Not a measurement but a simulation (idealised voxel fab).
process module | voxel gate over fins
cross-section cut | 255 nm wide | cells 5 nm
A cross-section is a grid of square cells, given in bands from the top down. A band is one or more rows of cells.
Each band's line starts with the height of the band's top and of its bottom, in nm. Then come its materials from left to right, each with its width in nm. One material with "throughout" fills the band from edge to edge. "air" is empty space.
Height 0 is the level under which the wafer as received is all one material. The lowest band goes on downwards, as in "0 down".
A width such as "30 to 40" changes by the same amount from each row of cells to the next, from the band's top row to its bottom row.
"no change" after a step means that no cell of the cross-section changed.
closed voids: empty space of 8 cells or more with no open way to the top, each as width x height at its distance from the left edge, in nm
after a step's settings: what the simulator itself notes on the step
overlay nm, on a step with a mask: how far to the right of its planned place the mask lay; to the left if negative
plan
1 op RECEIVE | material Si
2 op CONFORMAL_DEP | material SiN | thk nm 5
3 op DIRECTIONAL_DEP | material aC | thk nm 10
4 op PATTERN | tone cover | mask id FINS | material resist | width nm 15 | pitch nm 50 | thk nm 25 | overlay nm 0
5 op DIRECTIONAL_ETCH | etch materials aC | depth nm 10
6 op STRIP | etch materials resist
7 op DIRECTIONAL_ETCH | etch materials SiN | depth nm 5
8 op DIRECTIONAL_ETCH | etch materials Si | depth nm 30
9 op STRIP | etch materials aC
10 op FILL_DEP | material SiO2 | thk nm 15
11 op CMP | height nm 5
12 op MASKED_ETCH | tone open | mask id RAIL | width nm 15 | etch materials SiO2 | depth nm 30 | overlay nm 0
13 op CONFORMAL_DEP | material TiN | thk nm 5
14 op FILL_DEP | material W | thk nm 10
15 op CMP | height nm 5
16 op SELECTIVE_ETCH | etch materials W Ru TiN | depth nm 25
17 op FILL_DEP | material SiO2 | thk nm 5
18 op CMP | height nm 5
19 op SELECTIVE_ETCH | etch materials SiO2 | depth nm 15
20 op STRIP | etch materials SiN
21 op CONFORMAL_DEP | material HfO2 | thk nm 5
22 op CONFORMAL_DEP | material TiN | thk nm 5
23 op CONFORMAL_DEP | material TiAl | thk nm 5
24 op CONFORMAL_DEP | material TiN | thk nm 5
25 op FILL_DEP | material W | thk nm 15
26 op CMP | height nm 30
27 op CONFORMAL_DEP | material SiN | thk nm 5
as received, after step 1
  0 down: Si throughout
  closed voids: none
a wafer at the end: this start, this plan, one mistake
  35 to 30: SiN throughout
  30 to 20: W throughout
  20 to 15: W 50 | TiN 155 | W 50
  15 to 10: W 50 | TiN 5 | TiAl 45 | TiN 5 | TiAl 45 | TiN 5 | TiAl 45 | TiN 5 | W 50
  10 to 5: TiN 55 | TiAl 5 | W 35 | TiAl 5 | TiN 5 | TiAl 5 | W 35 | TiAl 5 | TiN 5 | TiAl 5 | W 35 | TiAl 5 | TiN 55
  5 to 0: TiAl 60 | W 5 | HfO2 25 | W 5 | TiAl 15 | W 5 | HfO2 25 | W 5 | TiAl 15 | W 5 | HfO2 25 | W 5 | TiAl 60
  0 to -5: W 65 | HfO2 5 | Si 15 | HfO2 5 | W 25 | HfO2 5 | Si 15 | HfO2 5 | W 25 | HfO2 5 | Si 15 | HfO2 5 | W 65
  -5 to -10: HfO2 70 | Si 15 | HfO2 35 | Si 15 | HfO2 35 | Si 15 | HfO2 70
  -10 to -20: SiO2 70 | Si 15 | SiO2 35 | Si 15 | SiO2 35 | Si 15 | SiO2 70
  -20 to -25: SiO2 70 | Si 15 | SiO2 10 | TiN 15 | SiO2 10 | Si 15 | SiO2 35 | Si 15 | SiO2 70
  -25 to -30: SiO2 70 | Si 15 | SiO2 35 | Si 15 | SiO2 35 | Si 15 | SiO2 70
  -30 down: Si throughout
  closed voids: none
what went wrong: step 22 ran as: op CONFORMAL_DEP | material W | thk nm 5
